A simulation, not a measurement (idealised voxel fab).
This section sets out a process module, namely voxel self aligned vias.
It is cross-section cut that appears here, measuring 295 nm in width, its square cells being 5 nm in size.
Each cross-section below is a grid of square cells, stated as bands in top-down order, with one or more rows of cells making up each band.
This entry defines a band. It first specifies the height of the band's top and the height of its bottom in nm, and then specifies the band's materials from left to right, stating each material with its width in nm. The word "full width" identifies a single material that fills the band from edge to edge, while the word "blank" identifies empty space.
Heights are measured from 0, the level below which the as-received wafer is all one material; the lowest band has no bottom and continues downward, written as in "from 0 down".
Graded width ("30..40"): value in top row of band = first number; value in bottom row = second number; row-to-row change constant.
A step reported as "stayed the same" is a step in which no cell of the cross-section changed.
You'll see "Fully enclosed voids" listing empty spaces that have no way open to the top, as long as they're 8 cells or more; the notation is width x height at distance, where the distance is from the left edge, and all of it is in nm.
It should be noted that, on the line of a given step, the content following the step's settings is a remark produced by the simulator itself with respect to that step.
You can add "overlay nm" to a step's line. For a step with a mask, it describes how far the mask lay to the right of its planned position, and a negative number describes a lay to the left.
-- Listed below are the process steps as planned
- 1: RECEIVE [material Si]
- 2: CONFORMAL_DEP [material SiO2] [thk nm 10]
- 3: CONFORMAL_DEP [material SiCN] [thk nm 5]
- 4: DIRECTIONAL_DEP [material SiO2] [thk nm 30]
- 5: MASKED_ETCH [tone open] [mask id LINES] [width nm 25] [pitch nm 65] [etch materials SiO2] [depth nm 30] [overlay nm 0]
- 6: CONFORMAL_DEP [material TiN] [thk nm 5]
- 7: FILL_DEP [material W] [thk nm 10]
- 8: CMP [height nm 45]
- 9: SELECTIVE_ETCH [etch materials W Ru TiN] [depth nm 10]
- 10: FILL_DEP [material SiN] [thk nm 5]
- 11: CMP [height nm 45]
- 12: DIRECTIONAL_DEP [material SiO2] [thk nm 15]
- 13: PATTERN [tone open] [mask id VIAS] [material resist] [width nm 35] [pitch nm 130] [thk nm 15] [overlay nm 0]
- 14: DIRECTIONAL_ETCH [etch materials SiO2] [depth nm 15]
- 15: DIRECTIONAL_ETCH [etch materials SiN] [depth nm 10]
- 16: STRIP [etch materials resist]
- 17: CONFORMAL_DEP [material TiN] [thk nm 5]
- 18: FILL_DEP [material Ru] [thk nm 10]
- 19: CMP [height nm 60]
- 20: CONFORMAL_DEP [material SiCN] [thk nm 5]
-- As received (post step 1): cross-section
	from 0 down = Si full width
	Fully enclosed voids: none
-- Wafer cross-section at module end: first of two, run to plan
	from 65 to 60 = SiCN full width
	from 60 to 50 = SiO2 (65)  TiN (5)  Ru (25)  TiN (5)  SiO2 (95)  TiN (5)  Ru (25)  TiN (5)  SiO2 (65)
	from 50 to 45 = SiO2 (65)  TiN (10)  Ru (15)  TiN (10)  SiO2 (95)  TiN (10)  Ru (15)  TiN (10)  SiO2 (65)
	from 45 to 40 = SiO2 (70)  TiN (5)  Ru (15)  TiN (5)  SiO2 (40)  SiN (25)  SiO2 (40)  TiN (5)  Ru (15)  TiN (5)  SiO2 (70)
	from 40 to 35 = SiO2 (70)  TiN (25)  SiO2 (40)  SiN (25)  SiO2 (40)  TiN (25)  SiO2 (70)
	from 35 to 20 = SiO2 (70)  TiN (5)  W (15)  TiN (5)  SiO2 (40)  TiN (5)  W (15)  TiN (5)  SiO2 (40)  TiN (5)  W (15)  TiN (5)  SiO2 (70)
	from 20 to 15 = SiO2 (70)  TiN (25)  SiO2 (40)  TiN (25)  SiO2 (40)  TiN (25)  SiO2 (70)
	from 15 to 10 = SiCN full width
	from 10 to 0 = SiO2 full width
	from 0 down = Si full width
	Fully enclosed voids: none
-- Module end: cross-section of wafer two of two. Same start and process plan as the first wafer. One mistake during execution
	from 65 to 60 = SiCN full width
	from 60 to 50 = SiO2 (75)  TiN (5)  Ru (25)  TiN (5)  SiO2 (95)  TiN (5)  Ru (25)  TiN (5)  SiO2 (55)
	from 50 to 45 = SiO2 (75)  TiN (5)  Ru (10)  TiN (20)  SiO2 (95)  TiN (5)  Ru (10)  TiN (20)  SiO2 (55)
	from 45 to 40 = SiO2 (70)  SiN (5)  TiN (5)  Ru (10)  TiN (5)  SiO2 (40)  SiN (25)  SiO2 (40)  SiN (5)  TiN (5)  Ru (10)  TiN (5)  SiO2 (70)
	from 40 to 35 = SiO2 (70)  SiN (5)  TiN (20)  SiO2 (40)  SiN (25)  SiO2 (40)  SiN (5)  TiN (20)  SiO2 (70)
	from 35 to 20 = SiO2 (70)  TiN (5)  W (15)  TiN (5)  SiO2 (40)  TiN (5)  W (15)  TiN (5)  SiO2 (40)  TiN (5)  W (15)  TiN (5)  SiO2 (70)
	from 20 to 15 = SiO2 (70)  TiN (25)  SiO2 (40)  TiN (25)  SiO2 (40)  TiN (25)  SiO2 (70)
	from 15 to 10 = SiCN full width
	from 10 to 0 = SiO2 full width
	from 0 down = Si full width
	Fully enclosed voids: none
What went wrong in running the wafer? step 13 ran as: PATTERN [tone open] [mask id VIAS] [material resist] [width nm 35] [pitch nm 130] [thk nm 15] [overlay nm 10]
At the finish, the second wafer shows more or fewer cells for some materials than the first does: Ru: 4 fewer; SiN: 4 more
